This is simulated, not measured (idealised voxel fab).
process module | voxel ribs on slabs
The figure presents cross-section cut, which has a width of 165 nm and is divided into square cells with an edge length of 5 nm.
Cross-section format: a grid of square cells, given as bands from top to bottom; each band is one or more rows of cells.
The entry gives the band's vertical extent as a top height and a bottom height in nm, then its horizontal make-up as materials from left to right, each with a width in nm. "blank" stands for empty space; a single material marked "edge to edge" fills the band edge to edge.
Ref level 0: as-received wafer is one material below here. Bottom band extends down with no lower bound ("0 and below").
Quick explanation for "30..40": the width changes in equal steps down the rows of cells, from the first number in the band's top row to the second number in its bottom row.
Reading "remained the same" for a step: not a cell of the cross-section changed in it.
The entry "Listed closed voids" lists the empty spaces that cover at least 8 cells and have no open path to the top. Each is written as width x height at distance, where the distance is measured from the left edge and all three values are in nm.
Whatever follows a step's settings on its line is a remark the simulator itself makes about that step.
If you see "overlay nm" on a step's line and that step has a mask, it's telling you how far right of where it was planned the mask ended up; a negative number means it went left instead.
This section lists the process steps that were planned
1) RECEIVE, material Si
2) DIRECTIONAL_DEP, material SiO2, thk nm 30
3) DIRECTIONAL_DEP, material polySi, thk nm 20
4) MASKED_ETCH, tone cover, mask id RIB, width nm 20, etch materials polySi, depth nm 15, overlay nm 0
5) MASKED_ETCH, tone cover, mask id SLAB, width nm 70, etch materials polySi, depth nm 5, overlay nm 0
6) FILL_DEP, material SiO2, thk nm 20
7) CMP, height nm 60
8) DIRECTIONAL_DEP, material W, thk nm 5
9) PATTERN, tone cover, mask id HEATER, material resist, width nm 40, thk nm 20, overlay nm 0
10) DIRECTIONAL_ETCH, etch materials W, depth nm 5
11) STRIP, etch materials resist
12) CONFORMAL_DEP, material SiO2, thk nm 5
Same starting wafers, different width nm at step 4. Plan value belongs to the first wafer.
Cross-section of the first of several wafers on receipt, reflecting completion of step 1
* 0 and below  Si edge to edge
* Listed closed voids: none
Take any row and you have a wafer at the end of the module: how many cells of each material it has gained (+) or lost (-) since it was received, and then its closed voids
width nm 20; +405 SiO2; +8 W; +26 polySi; Listed closed voids: none
width nm 25; +402 SiO2; +8 W; +29 polySi; Listed closed voids: none
width nm 30; +399 SiO2; +8 W; +32 polySi; Listed closed voids: none
width nm 35; +396 SiO2; +8 W; +35 polySi; Listed closed voids: none
width nm 40; +393 SiO2; +8 W; +38 polySi; Listed closed voids: none
width nm 45; +390 SiO2; +8 W; +41 polySi; Listed closed voids: none
